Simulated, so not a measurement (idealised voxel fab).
The process module that follows is named voxel capacitor over wiring.
Square cells of 5 nm make up the cross-section cut, whose width is 155 nm.
Cross-sections here: square-cell grids, written as top-down lists of bands, a band being one or more rows of cells. What a band's entry tells you: where the top is and where the bottom is, as heights in nm, and after that what lies inside, material by material from left to right, each with its width in nm. Empty space is written as the word "empty", and a single material marked with the word "edge to edge" occupies the band from edge to edge. We count height from 0. Below that, the starting wafer is all one material. The lowest band never ends at the bottom but goes on down; see "0..down" for how that is written. Read "30..40" as a graded width: first number on top, second number at the bottom, same change between each pair of neighbouring rows. A step reported as "no modifications" is a step in which no cell of the cross-section changed. Entry "Enclosed cavities". Content: empty spaces with no open connection to the top, size 8 cells or greater. Each: width x height at distance. Distance: from left edge. Unit: nm. Read whatever lies past the settings on a step's line as the simulator's own remark about the step. "overlay nm", when on a step's line for a step with a mask, measures how far to the right of its planned place the mask lay; a negative measure means to the left.

### This section lists the process steps that were planned
1,RECEIVE [material Si]
2,CONFORMAL_DEP [material SiO2] [thk nm 15]
3,CONFORMAL_DEP [material SiCN] [thk nm 5]
4,DIRECTIONAL_DEP [material SiO2] [thk nm 15]
5,PATTERN [tone open] [mask id METAL_1] [material resist] [width nm 25] [pitch nm 90] [thk nm 20] [overlay nm 0]
6,DIRECTIONAL_ETCH [etch materials SiO2] [depth nm 15]
7,DIRECTIONAL_ETCH [etch materials SiCN] [depth nm 5]
8,STRIP [etch materials resist]
9,CONFORMAL_DEP [material TiN] [thk nm 5]
10,FILL_DEP [material Ru] [thk nm 10]
11,CMP [height nm 35]
12,CONFORMAL_DEP [material SiCN] [thk nm 5]
13,DIRECTIONAL_DEP [material SiO2] [thk nm 15]
14,DIRECTIONAL_DEP [material aC] [thk nm 10]
15,PATTERN [tone open] [mask id PLUG_1] [material resist] [width nm 15] [thk nm 25] [overlay nm 0]
16,DIRECTIONAL_ETCH [etch materials aC] [depth nm 10]
17,STRIP [etch materials resist]
18,DIRECTIONAL_ETCH [etch materials SiO2] [depth nm 15]
19,DIRECTIONAL_ETCH [etch materials SiCN] [depth nm 5]
20,STRIP [etch materials aC]
21,EPI [material Ru] [thk nm 10]
22,EPI [material Ru] [thk nm 10]
23,DIRECTIONAL_DEP [material TiN] [thk nm 10]
24,DIRECTIONAL_DEP [material HfO2] [thk nm 5]
25,DIRECTIONAL_DEP [material TiN] [thk nm 5]
26,PATTERN [tone cover] [mask id UPPER_PLATE] [material resist] [width nm 70] [thk nm 15] [overlay nm 0]
27,DIRECTIONAL_ETCH [etch materials TiN] [depth nm 5]
28,DIRECTIONAL_ETCH [etch materials HfO2] [depth nm 5]
29,STRIP [etch materials resist]
30,PATTERN [tone cover] [mask id LOWER_PLATE] [material resist] [width nm 80] [thk nm 20] [overlay nm 0]
31,DIRECTIONAL_ETCH [etch materials TiN] [depth nm 10]
32,STRIP [etch materials resist]
33,FILL_DEP [material SiO2] [thk nm 20]
34,CMP [height nm 90]
35,PATTERN [tone open] [mask id PLUG_2] [material resist] [width nm 15] [thk nm 20] [overlay nm 0]
36,DIRECTIONAL_ETCH [etch materials SiO2] [depth nm 15]
37,STRIP [etch materials resist]
38,CONFORMAL_DEP [material TiN] [thk nm 5]
39,FILL_DEP [material Ru] [thk nm 10]
40,CMP [height nm 90]
41,CONFORMAL_DEP [material SiCN] [thk nm 5]

### First of two wafers, with the run carried out as planned

### As received (post step 1): cross-section
> 0..down = Si edge to edge
> Enclosed cavities: none

### Sectional view: wafer, after step 2
> 15..0 = SiO2 edge to edge
> Under 0: no change, same as before.

### Sectional view: wafer, after step 3
> 20..15 = SiCN edge to edge
> Under 15: no change, same as before.

### Sectional view: wafer, after step 4
> 35..20 = SiO2 edge to edge
> Under 20: no change, same as before.

### Sectional view: wafer, after step 5
> 55..35 = resist (20)  empty (25)  resist (65)  empty (25)  resist (20)
> Under 35: no change, same as before.

### Sectional view: wafer, after step 6
> 55..35 = resist (20)  empty (25)  resist (65)  empty (25)  resist (20)
> 35..20 = SiO2 (20)  empty (25)  SiO2 (65)  empty (25)  SiO2 (20)
> Under 20: no change, same as before.

### Sectional view: wafer, after step 7
> 55..35 = resist (20)  empty (25)  resist (65)  empty (25)  resist (20)
> 35..20 = SiO2 (20)  empty (25)  SiO2 (65)  empty (25)  SiO2 (20)
> 20..15 = SiCN (20)  empty (25)  SiCN (65)  empty (25)  SiCN (20)
> Under 15: no change, same as before.

### Sectional view: wafer, after step 8
> 35..20 = SiO2 (20)  empty (25)  SiO2 (65)  empty (25)  SiO2 (20)
> Under 20: no change, same as before.

### Sectional view: wafer, after step 9
> 40..35 = TiN (25)  empty (15)  TiN (75)  empty (15)  TiN (25)
> 35..20 = SiO2 (20)  TiN (5)  empty (15)  TiN (5)  SiO2 (65)  TiN (5)  empty (15)  TiN (5)  SiO2 (20)
> 20..15 = SiCN (20)  TiN (25)  SiCN (65)  TiN (25)  SiCN (20)
> Under 15: no change, same as before.

### Sectional view: wafer, after step 10
> 50..40 = Ru edge to edge
> 40..35 = TiN (25)  Ru (15)  TiN (75)  Ru (15)  TiN (25)
> 35..20 = SiO2 (20)  TiN (5)  Ru (15)  TiN (5)  SiO2 (65)  TiN (5)  Ru (15)  TiN (5)  SiO2 (20)
> Under 20: no change, same as before.

### Sectional view: wafer, after step 11
> 35..20 = SiO2 (20)  TiN (5)  Ru (15)  TiN (5)  SiO2 (65)  TiN (5)  Ru (15)  TiN (5)  SiO2 (20)
> Under 20: no change, same as before.

### Sectional view: wafer, after step 12
> 40..35 = SiCN edge to edge
> Under 35: no change, same as before.

### Sectional view: wafer, after step 13
> 55..40 = SiO2 edge to edge
> Under 40: no change, same as before.

### Sectional view: wafer, after step 14
> 65..55 = aC edge to edge
> Under 55: no change, same as before.

### Sectional view: wafer, after step 15
> 90..65 = resist (30)  empty (15)  resist (110)
> Under 65: no change, same as before.

### Sectional view: wafer, after step 16
> 80..65 = resist (30)  empty (15)  resist (110)
> 65..55 = aC (30)  empty (15)  aC (110)
> Under 55: no change, same as before.

### Sectional view: wafer, after step 17
> 65..55 = aC (30)  empty (15)  aC (110)
> Under 55: no change, same as before.

### Sectional view: wafer, after step 18
> 65..55 = aC (30)  empty (15)  aC (110)
> 55..40 = SiO2 (30)  empty (15)  SiO2 (110)
> Under 40: no change, same as before.

### Sectional view: wafer, after step 19
> 65..55 = aC (30)  empty (15)  aC (110)
> 55..40 = SiO2 (30)  empty (15)  SiO2 (110)
> 40..35 = SiCN (30)  empty (15)  SiCN (110)
> Under 35: no change, same as before.

### Sectional view: wafer, after step 20
> 55..40 = SiO2 (30)  empty (15)  SiO2 (110)
> Under 40: no change, same as before.

### Sectional view: wafer, after step 21
> 55..45 = SiO2 (30)  empty (15)  SiO2 (110)
> 45..40 = SiO2 (30)  Ru (15)  SiO2 (110)
> 40..35 = SiCN (30)  Ru (15)  SiCN (110)
> Under 35: no change, same as before.

### Sectional view: wafer, after step 22
> 55..40 = SiO2 (30)  Ru (15)  SiO2 (110)
> Under 40: no change, same as before.

### Sectional view: wafer, after step 23
> 65..55 = TiN edge to edge
> Under 55: no change, same as before.

### Sectional view: wafer, after step 24
> 70..65 = HfO2 edge to edge
> Under 65: no change, same as before.

### Sectional view: wafer, after step 25
> 75..70 = TiN edge to edge
> Under 70: no change, same as before.

### Sectional view: wafer, after step 26
> 90..75 = empty (30)  resist (70)  empty (55)
> Under 75: no change, same as before.

### Sectional view: wafer, after step 27
> 90..75 = empty (30)  resist (70)  empty (55)
> 75..70 = empty (30)  TiN (70)  empty (55)
> Under 70: no change, same as before.

### Sectional view: wafer, after step 28
> 90..75 = empty (30)  resist (70)  empty (55)
> 75..70 = empty (30)  TiN (70)  empty (55)
> 70..65 = empty (30)  HfO2 (70)  empty (55)
> Under 65: no change, same as before.

### Sectional view: wafer, after step 29
> 75..70 = empty (30)  TiN (70)  empty (55)
> Under 70: no change, same as before.

### Sectional view: wafer, after step 30
> 95..75 = empty (25)  resist (80)  empty (50)
> 75..70 = empty (25)  resist (5)  TiN (70)  resist (5)  empty (50)
> 70..65 = empty (25)  resist (5)  HfO2 (70)  resist (5)  empty (50)
> Under 65: no change, same as before.

### Sectional view: wafer, after step 31
> 95..75 = empty (25)  resist (80)  empty (50)
> 75..70 = empty (25)  resist (5)  TiN (70)  resist (5)  empty (50)
> 70..65 = empty (25)  resist (5)  HfO2 (70)  resist (5)  empty (50)
> 65..55 = empty (25)  TiN (80)  empty (50)
> Under 55: no change, same as before.

### Sectional view: wafer, after step 32
> 75..70 = empty (30)  TiN (70)  empty (55)
> 70..65 = empty (30)  HfO2 (70)  empty (55)
> Under 65: no change, same as before.

### Sectional view: wafer, after step 33
> 95..75 = SiO2 edge to edge
> 75..70 = SiO2 (30)  TiN (70)  SiO2 (55)
> 70..65 = SiO2 (30)  HfO2 (70)  SiO2 (55)
> 65..55 = SiO2 (25)  TiN (80)  SiO2 (50)
> Under 55: no change, same as before.

### Sectional view: wafer, after step 34
> 90..75 = SiO2 edge to edge
> Under 75: no change, same as before.

### Sectional view: wafer, after step 35
> 110..90 = resist (40)  empty (15)  resist (100)
> Under 90: no change, same as before.

### Sectional view: wafer, after step 36
> 110..90 = resist (40)  empty (15)  resist (100)
> 90..75 = SiO2 (40)  empty (15)  SiO2 (100)
> Under 75: no change, same as before.

### Sectional view: wafer, after step 37
> 90..75 = SiO2 (40)  empty (15)  SiO2 (100)
> Under 75: no change, same as before.

### Sectional view: wafer, after step 38
> 95..90 = TiN (45)  empty (5)  TiN (105)
> 90..80 = SiO2 (40)  TiN (5)  empty (5)  TiN (5)  SiO2 (100)
> 80..70 = SiO2 (40..30)  TiN (15..70)  SiO2 (100..55)
> Under 70: no change, same as before.

### Sectional view: wafer, after step 39
> 105..95 = Ru edge to edge
> 95..90 = TiN (45)  Ru (5)  TiN (105)
> 90..80 = SiO2 (40)  TiN (5)  Ru (5)  TiN (5)  SiO2 (100)
> Under 80: no change, same as before.

### Sectional view: wafer, after step 40
> 90..80 = SiO2 (40)  TiN (5)  Ru (5)  TiN (5)  SiO2 (100)
> Under 80: no change, same as before.

### Sectional view: wafer, after step 41
> 95..90 = SiCN edge to edge
> Under 90: no change, same as before.

### Second Wafer (Identical Start and Plan, One Processing Error; Matches First Wafer Through Step 34)

### Here is the second wafer in cross-section at the point where step 35 of the plan should have been done
> 110..90 = empty (40)  resist (15)  empty (100)
> Under 90: no change, same as before.

### Here is the second wafer in cross-section at the point where step 36 of the plan should have been done
> 110..90 = empty (40)  resist (15)  empty (100)
> 90..75 = empty (40)  SiO2 (15)  empty (100)
> Under 75: no change, same as before.

### Here is the second wafer in cross-section at the point where step 37 of the plan should have been done
> 90..75 = empty (40)  SiO2 (15)  empty (100)
> Under 75: no change, same as before.

### Here is the second wafer in cross-section at the point where step 38 of the plan should have been done
> 95..90 = empty (35)  TiN (25)  empty (95)
> 90..80 = empty (35)  TiN (5)  SiO2 (15)  TiN (5)  empty (95)
> 80..75 = TiN (40)  SiO2 (15)  TiN (100)
> Under 75: no change, same as before.

### Here is the second wafer in cross-section at the point where step 39 of the plan should have been done
> 105..95 = Ru edge to edge
> 95..90 = Ru (35)  TiN (25)  Ru (95)
> 90..80 = Ru (35)  TiN (5)  SiO2 (15)  TiN (5)  Ru (95)
> Under 80: no change, same as before.

### Here is the second wafer in cross-section at the point where step 40 of the plan should have been done
> 90..80 = Ru (35)  TiN (5)  SiO2 (15)  TiN (5)  Ru (95)
> Under 80: no change, same as before.

### Here is the second wafer in cross-section at the point where step 41 of the plan should have been done
> 95..90 = SiCN edge to edge
> Under 90: no change, same as before.
Deviation from plan: step 35 ran as: PATTERN [tone cover] [mask id PLUG_2] [material resist] [width nm 15] [thk nm 20] [overlay nm 0]
Wafer comparison, final, in cells, second relative to first, materials more or fewer: Ru +50; SiO2 -75; TiN +25
